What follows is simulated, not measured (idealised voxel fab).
The following is a process module called voxel local oxidation.
The cross-section on display is named cut; it measures 285 nm wide, and its cells are 5 nm squares.
Cross-section = grid of square cells, listed top down in bands; band = one or more rows. Each band's line starts with the height of the band's top and of its bottom, in nm. Then come its materials from left to right, each with its width in nm. One material with "throughout" fills the band from edge to edge. "empty" is empty space. Height is counted from the level 0, under which the received wafer is composed throughout of one material. The lowest of the bands is not closed at the bottom but continues downward, in the notation "from 0 down". The width entry "30 to 40" should be interpreted row by row: the top row of cells in the band takes the first number, the bottom row takes the second number, and the change between adjacent rows is uniform throughout. "no change" means the step left every cell of the cross-section as it was. "Trapped voids" contains a list of empty spaces, each no smaller than 8 cells and without an open way to the top, written in the form width x height at distance with the distance from the left edge and all three in nm. The remark found on a step's line after its settings is issued by the simulator itself and pertains to that step. Among the settings permitted on a step's line is "overlay nm"; applied to a step with a mask, it specifies the extent to which the mask lay to the right of its planned position, whereas a negative figure signifies a position to the left.

# These are the steps we planned for the process
step 1: RECEIVE,material Si
step 2: OXIDIZE,depth nm 5
step 3: CONFORMAL_DEP,material SiN,thk nm 15
step 4: DIRECTIONAL_DEP,material aC,thk nm 10
step 5: PATTERN,tone cover,mask id ACTIVE,material resist,width nm 105,pitch nm 125,thk nm 25,overlay nm 0
step 6: DIRECTIONAL_ETCH,etch materials aC,depth nm 10
step 7: STRIP,etch materials resist
step 8: DIRECTIONAL_ETCH,etch materials SiN,depth nm 15
step 9: STRIP,etch materials aC
step 10: SELECTIVE_ETCH,etch materials SiO2,depth nm 5
step 11: OXIDIZE,depth nm 15
step 12: STRIP,etch materials SiN

# Wafer as received: cross-section following step 1
- from 0 down = Si throughout
- Trapped voids: none

# Cross-section, first of two wafers, end of module, run as planned
- from 0 to -5 = 30 nm empty / 95 nm SiO2 / 30 nm empty / 95 nm SiO2 / 35 nm empty
- from -5 to -20 = 45 nm SiO2 / 65 nm Si / 60 nm SiO2 / 65 nm Si / 50 nm SiO2
- from -20 down = Si throughout
- Trapped voids: none

# Cross-section of the latter of the two wafers at module completion. It had an identical start and an identical plan to the former; in running it, one mistake was made
- from 0 to -5 = 20 nm SiO2 / 115 nm empty / 10 nm SiO2 / 115 nm empty / 25 nm SiO2
- from -5 to -20 = 5 nm Si / 270 nm SiO2 / 10 nm Si
- from -20 down = Si throughout
- Trapped voids: none
Finding, execution versus plan: step 5 did not happen as planned, as run it was PATTERN,tone open,mask id ACTIVE,material resist,width nm 105,pitch nm 125,thk nm 25,overlay nm 0
Final tally in cells, some materials are higher or lower on the second wafer than on the first: Si -69, SiO2 +42
